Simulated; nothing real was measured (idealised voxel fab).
Herein follows the process module entitled voxel gate over fins.
In the cross-section labelled cut, the width is 275 nm and each square cell is 5 nm.
In what follows, cross-sections appear as grids of square cells, described through bands that run from the top down, where every band is one or more rows of cells. Heights first: top, then bottom, in nm. Then materials, left to right, each with a width in nm. "throughout" on a single material: fills the band edge to edge. "empty": empty space. It should be noted that heights are counted from 0, beneath which the wafer as supplied is of one material throughout, and that the lowest band possesses no lower boundary but continues downward, as written in "from 0 down". The width entry "30..40" should be interpreted row by row: the top row of cells in the band takes the first number, the bottom row takes the second number, and the change between adjacent rows is uniform throughout. When a step is marked "remains unaltered", none of the cells in the cross-section changed during that step. "Sealed internal cavities" enumerates empty spaces isolated from the top, with no open way to it, that contain at least 8 cells, giving each as width x height at distance from the left edge, all three in nm. Step line, after settings: the simulator's comment on this step. overlay nm, on a step with a mask: how far to the right of its planned place the mask lay; to the left if negative.

## List of planned process steps
1,RECEIVE [material Si]
2,CONFORMAL_DEP [material SiN] [thk nm 5]
3,PATTERN [tone cover] [mask id FINS] [material resist] [width nm 15] [pitch nm 55] [thk nm 15] [overlay nm 0]
4,DIRECTIONAL_ETCH [etch materials SiN] [depth nm 5]
5,DIRECTIONAL_ETCH [etch materials Si] [depth nm 30]
6,STRIP [etch materials resist]
7,FILL_DEP [material SiO2] [thk nm 10]
8,CMP [height nm 5]
9,MASKED_ETCH [tone open] [mask id RAIL] [width nm 15] [etch materials SiO2] [depth nm 30] [overlay nm 0]
10,CONFORMAL_DEP [material TiN] [thk nm 5]
11,FILL_DEP [material W] [thk nm 5]
12,CMP [height nm 5]
13,SELECTIVE_ETCH [etch materials W Ru TiN] [depth nm 20]
14,FILL_DEP [material SiO2] [thk nm 5]
15,CMP [height nm 5]
16,SELECTIVE_ETCH [etch materials SiO2] [depth nm 15]
17,STRIP [etch materials SiN]
18,CONFORMAL_DEP [material HfO2] [thk nm 5]
19,CONFORMAL_DEP [material TiN] [thk nm 5]
20,CONFORMAL_DEP [material TiAl] [thk nm 5]
21,CONFORMAL_DEP [material TiN] [thk nm 5]
22,FILL_DEP [material W] [thk nm 15]
23,CMP [height nm 30]
24,CONFORMAL_DEP [material SiN] [thk nm 10]

## Wafer as received: cross-section following step 1
  from 0 down: Si throughout
  Sealed internal cavities: none

## End-of-module cross-section. Starting structure and process plan as above; one mistake made in running it
  from 40 to 30: SiN throughout
  from 30 to 20: W throughout
  from 20 to 10: W: 80 / TiN: 110 / W: 85
  from 10 to 5: TiN: 90 / TiAl: 35 / TiN: 20 / TiAl: 35 / TiN: 95
  from 5 to 0: TiN: 90 / TiAl: 5 / HfO2: 25 / TiAl: 5 / TiN: 20 / TiAl: 5 / HfO2: 25 / TiAl: 5 / TiN: 95
  from 0 to -5: TiAl: 95 / HfO2: 5 / Si: 15 / HfO2: 5 / TiAl: 30 / HfO2: 5 / Si: 15 / HfO2: 5 / TiAl: 100
  from -5 to -10: HfO2: 100 / Si: 15 / HfO2: 40 / Si: 15 / HfO2: 105
  from -10 to -15: SiO2: 100 / Si: 15 / SiO2: 40 / Si: 15 / SiO2: 105
  from -15 to -20: SiO2: 100 / Si: 15 / SiO2: 10 / TiN: 5 / W: 5 / TiN: 5 / SiO2: 15 / Si: 15 / SiO2: 105
  from -20 to -25: SiO2: 100 / Si: 15 / SiO2: 10 / TiN: 15 / SiO2: 15 / Si: 15 / SiO2: 105
  from -25 to -30: SiO2: 100 / Si: 15 / SiO2: 40 / Si: 15 / SiO2: 105
  from -30 down: Si throughout
  Sealed internal cavities: none
Short version of what went wrong: the intended sequence of steps 19 and 20 was reversed during processing, with each occupying the position of the other
